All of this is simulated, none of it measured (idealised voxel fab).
process module | voxel ribs on slabs
cross-section cut | 290 nm wide | cells 5 nm
A cross-section is a grid of square cells, given in bands from the top down. A band is one or more rows of cells.
Each band's line starts with the height of the band's top and of its bottom, in nm. Then come its materials from left to right, each with its width in nm. One material with "throughout" fills the band from edge to edge. "air" is empty space.
Height 0 is the level under which the wafer as received is all one material. The lowest band goes on downwards, as in "0 down".
A width such as "30 to 40" changes by the same amount from each row of cells to the next, from the band's top row to its bottom row.
"no change" after a step means that no cell of the cross-section changed.
closed voids: empty space of 8 cells or more with no open way to the top, each as width x height at its distance from the left edge, in nm
after a step's settings: what the simulator itself notes on the step
overlay nm, on a step with a mask: how far to the right of its planned place the mask lay; to the left if negative
plan
1 op RECEIVE | material Si
2 op DIRECTIONAL_DEP | material SiO2 | thk nm 30
3 op DIRECTIONAL_DEP | material SiN | thk nm 15
4 op DIRECTIONAL_DEP | material aC | thk nm 15
5 op PATTERN | tone cover | mask id RIB | material resist | width nm 15 | thk nm 35 | overlay nm 0
6 op DIRECTIONAL_ETCH | etch materials aC | depth nm 15
7 op STRIP | etch materials resist
8 op DIRECTIONAL_ETCH | etch materials SiN | depth nm 10
9 op STRIP | etch materials aC
10 op DIRECTIONAL_DEP | material aC | thk nm 10
11 op PATTERN | tone cover | mask id SLAB | material resist | width nm 65 | thk nm 30 | overlay nm 0
12 op DIRECTIONAL_ETCH | etch materials aC | depth nm 5
13 op STRIP | etch materials resist
14 op DIRECTIONAL_ETCH | etch materials SiN | depth nm 5
15 op STRIP | etch materials aC
16 op FILL_DEP | material SiO2 | thk nm 25
17 op CMP | height nm 65
18 op DIRECTIONAL_DEP | material TiN | thk nm 10
19 op MASKED_ETCH | tone cover | mask id HEATER | width nm 25 | etch materials TiN | depth nm 10 | overlay nm 0
20 op CONFORMAL_DEP | material SiO2 | thk nm 5
varied across the wafers: depth nm of step 12. The plan shows the first wafer's value. All wafers start alike
first wafer as received, after step 1
  0 down: Si throughout
  closed voids: none
first wafer at the end, after step 20
  80 to 75: air 125 | SiO2 35 | air 130
  75 to 70: air 125 | SiO2 5 | TiN 25 | SiO2 5 | air 130
  70 to 65: SiO2 130 | TiN 25 | SiO2 135
  65 to 45: SiO2 throughout
  45 to 35: SiO2 135 | SiN 15 | SiO2 140
  35 to 30: SiN throughout
  30 to 0: SiO2 throughout
  0 down: Si throughout
  closed voids: none
last wafer at the end
  80 to 75: air 125 | SiO2 35 | air 130
  75 to 70: air 125 | SiO2 5 | TiN 25 | SiO2 5 | air 130
  70 to 65: SiO2 130 | TiN 25 | SiO2 135
  65 to 45: SiO2 throughout
  45 to 35: SiO2 135 | SiN 15 | SiO2 140
  35 to 30: SiO2 110 | SiN 65 | SiO2 115
  30 to 0: SiO2 throughout
  0 down: Si throughout
  closed voids: none
each wafer at the end: cells of each material gained (+) or lost (-) since it was received, then its closed voids
depth nm 5 | +64 SiN | +752 SiO2 | +10 TiN | closed voids: none
depth nm 10 | +19 SiN | +797 SiO2 | +10 TiN | closed voids: none
depth nm 15 | +19 SiN | +797 SiO2 | +10 TiN | closed voids: none
depth nm 20 | +19 SiN | +797 SiO2 | +10 TiN | closed voids: none
depth nm 25 | +19 SiN | +797 SiO2 | +10 TiN | closed voids: none
